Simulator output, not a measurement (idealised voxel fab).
Presented below is a process module, voxel ribs on slabs.
This is section cut - it's 290 nm across, gridded in 5 nm square cells.
Heads up, the way a cross-section reads in here is a grid of square cells, handed over as bands from the top down, with every band being one or more rows of cells. The band entry comprises the height of the band's top followed by the height of its bottom, expressed in nm, and subsequently the band's materials from left to right, each stated together with its width in nm. Where a single material is marked with the word "all across", that material fills the band from edge to edge. The word "air" represents empty space. Height datum 0, below which the as-received substrate wafer is one material. Lowest band open at the bottom, running downward: "from 0 down". The notation "30..40" denotes a width that varies across the rows of cells in the band, beginning at the first number in the top row, finishing at the second number in the bottom row, and changing by an identical amount from each row to the next. "nothing changed" means the step left every cell of the cross-section as it was. "Enclosed empty spaces" specifies each empty space that is not open to the top and that occupies no fewer than 8 cells, using the form width x height at distance, the distance measured from the left edge and all three quantities in nm. Formally, on a step line, whatever follows the settings is a remark that the simulator itself makes on the step. "overlay nm" answers the question of how far to the right of plan the mask lay on a step that has a mask, and when it is negative the answer is to the left.

Planned step list for the process
1) RECEIVE (material Si)
2) DIRECTIONAL_DEP (material SiO2; thk nm 30)
3) DIRECTIONAL_DEP (material polySi; thk nm 10)
4) DIRECTIONAL_DEP (material aC; thk nm 15)
5) PATTERN (tone cover; mask id RIB; material resist; width nm 25; thk nm 30; overlay nm 0)
6) DIRECTIONAL_ETCH (etch materials aC; depth nm 15)
7) STRIP (etch materials resist)
8) DIRECTIONAL_ETCH (etch materials polySi; depth nm 10)
9) STRIP (etch materials aC)
10) MASKED_ETCH (tone cover; mask id SLAB; width nm 65; etch materials polySi; depth nm 10; overlay nm 0)
11) FILL_DEP (material SiO2; thk nm 30)
12) CMP (height nm 70)
13) DIRECTIONAL_DEP (material W; thk nm 10)
14) DIRECTIONAL_DEP (material aC; thk nm 15)
15) PATTERN (tone cover; mask id HEATER; material resist; width nm 35; thk nm 35; overlay nm 0)
16) DIRECTIONAL_ETCH (etch materials aC; depth nm 15)
17) STRIP (etch materials resist)
18) DIRECTIONAL_ETCH (etch materials W; depth nm 10)
19) STRIP (etch materials aC)
20) CONFORMAL_DEP (material SiO2; thk nm 10)
Where the wafers of this document differ is in the thk nm of step 3; they start out the same, and the plan states the value that applied to the first wafer.

First of several wafers, received after step 1, in cross-section
	from 0 down: Si all across
	Enclosed empty spaces: none

The following table contains a row per wafer, in which are reported, at the conclusion of the module, the cells of each material gained (+) or lost (-) since the wafer's receipt, with its closed voids given thereafter
thk nm 10, +926 SiO2, +14 W, +10 polySi, Enclosed empty spaces: none
thk nm 15, +913 SiO2, +14 W, +23 polySi, Enclosed empty spaces: none
thk nm 20, +900 SiO2, +14 W, +36 polySi, Enclosed empty spaces: none
thk nm 25, +842 SiO2, +14 W, +94 polySi, Enclosed empty spaces: none
thk nm 30, +784 SiO2, +14 W, +152 polySi, Enclosed empty spaces: none
thk nm 35, +726 SiO2, +14 W, +210 polySi, Enclosed empty spaces: none
